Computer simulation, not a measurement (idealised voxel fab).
This is a process module. Its name is voxel self aligned vias.
This is section cut - it's 260 nm across, gridded in 5 nm square cells.
Throughout this document, each cross-section is represented as a grid of square cells and is presented as a sequence of bands enumerated from the top downward, where a band comprises one or more rows of cells. Top height, bottom height, nm. Materials left to right, width each, nm. Single material + "everywhere" = fills band edge to edge. "air" = empty. Height reference: 0 = level under which incoming wafer is all one material. Lowest band: no bottom, runs on downward, e.g. "0 and below". Top row gets the first number, bottom row gets the second, and each row in between changes by the same step: that is how a band width like "30..40" works. Where the words "everything unchanged" appear for a step, the cross-section shows no cell changed by that step; every cell remained as before. If an empty space has no open way to the top and is at least 8 cells in size, "Enclosed internal voids" lists it, written width x height at distance, where distance is measured from the left edge and every value is in nm. The remark found on a step's line after its settings is issued by the simulator itself and pertains to that step. If you see "overlay nm" on a step's line and that step has a mask, it's telling you how far right of where it was planned the mask ended up; a negative number means it went left instead.
[Process steps - plan]
1: op RECEIVE | material Si
2: op CONFORMAL_DEP | material SiO2 | thk nm 10
3: op CONFORMAL_DEP | material SiCN | thk nm 5
4: op DIRECTIONAL_DEP | material lowk | thk nm 30
5: op PATTERN | tone open | mask id LINES | material resist | width nm 20 | pitch nm 50 | thk nm 20 | overlay nm 0
6: op DIRECTIONAL_ETCH | etch materials lowk | depth nm 30
7: op STRIP | etch materials resist
8: op CONFORMAL_DEP | material TiN | thk nm 5
9: op FILL_DEP | material W | thk nm 10
10: op CMP | height nm 45
11: op SELECTIVE_ETCH | etch materials W Ru TiN | depth nm 5
12: op FILL_DEP | material SiN | thk nm 10
13: op CMP | height nm 45
14: op DIRECTIONAL_DEP | material lowk | thk nm 20
15: op MASKED_ETCH | tone open | mask id VIAS | width nm 30 | etch materials lowk | depth nm 20 | overlay nm 0
16: op MASKED_ETCH | tone open | mask id VIAS | width nm 30 | etch materials SiN | depth nm 5 | overlay nm 0
17: op CONFORMAL_DEP | material TiN | thk nm 5
18: op FILL_DEP | material Cu | thk nm 5
19: op CMP | height nm 65
20: op CONFORMAL_DEP | material SiCN | thk nm 5
[Received-state cross-section, reflecting completion of step 1]
> 0 and below | Si everywhere
> Enclosed internal voids: none
[End-of-module cross-section of the first of two wafers, processed as planned]
> 70 down to 65 | SiCN everywhere
> 65 down to 50 | lowk 90 / TiN 5 / Cu 20 / TiN 5 / lowk 140
> 50 down to 45 | lowk 90 / TiN 10 / Cu 10 / TiN 10 / lowk 140
> 45 down to 40 | lowk 95 / TiN 20 / lowk 30 / SiN 20 / lowk 95
> 40 down to 20 | lowk 95 / TiN 5 / W 10 / TiN 5 / lowk 30 / TiN 5 / W 10 / TiN 5 / lowk 95
> 20 down to 15 | lowk 95 / TiN 20 / lowk 30 / TiN 20 / lowk 95
> 15 down to 10 | SiCN everywhere
> 10 down to 0 | SiO2 everywhere
> 0 and below | Si everywhere
> Enclosed internal voids: none
[Presented here is a cross-section of the second of the two wafers as it stood at the end of the module. It was started in the same manner and assigned the same plan as the first wafer; however, one mistake was made in its execution]
> 70 down to 65 | SiCN everywhere
> 65 down to 50 | lowk 90 / TiN 5 / Cu 20 / TiN 5 / lowk 140
> 50 down to 45 | lowk 90 / TiN 10 / Cu 10 / TiN 10 / lowk 140
> 45 down to 40 | lowk 95 / TiN 20 / lowk 30 / SiN 20 / lowk 95
> 40 down to 20 | lowk 95 / TiN 5 / W 10 / TiN 5 / lowk 30 / TiN 5 / W 10 / TiN 5 / lowk 95
> 20 down to 15 | lowk 95 / TiN 20 / lowk 30 / TiN 20 / lowk 95
> 15 down to 10 | SiCN everywhere
> 10 down to 0 | Cu everywhere
> 0 and below | Si everywhere
> Enclosed internal voids: none
Here's what went sideways: step 2 deviated from plan and actually ran as op CONFORMAL_DEP | material Cu | thk nm 10
The final cell counts differ between the wafers, with the second having more or fewer of some materials than the first: Cu: 104 more | SiO2: 104 fewer
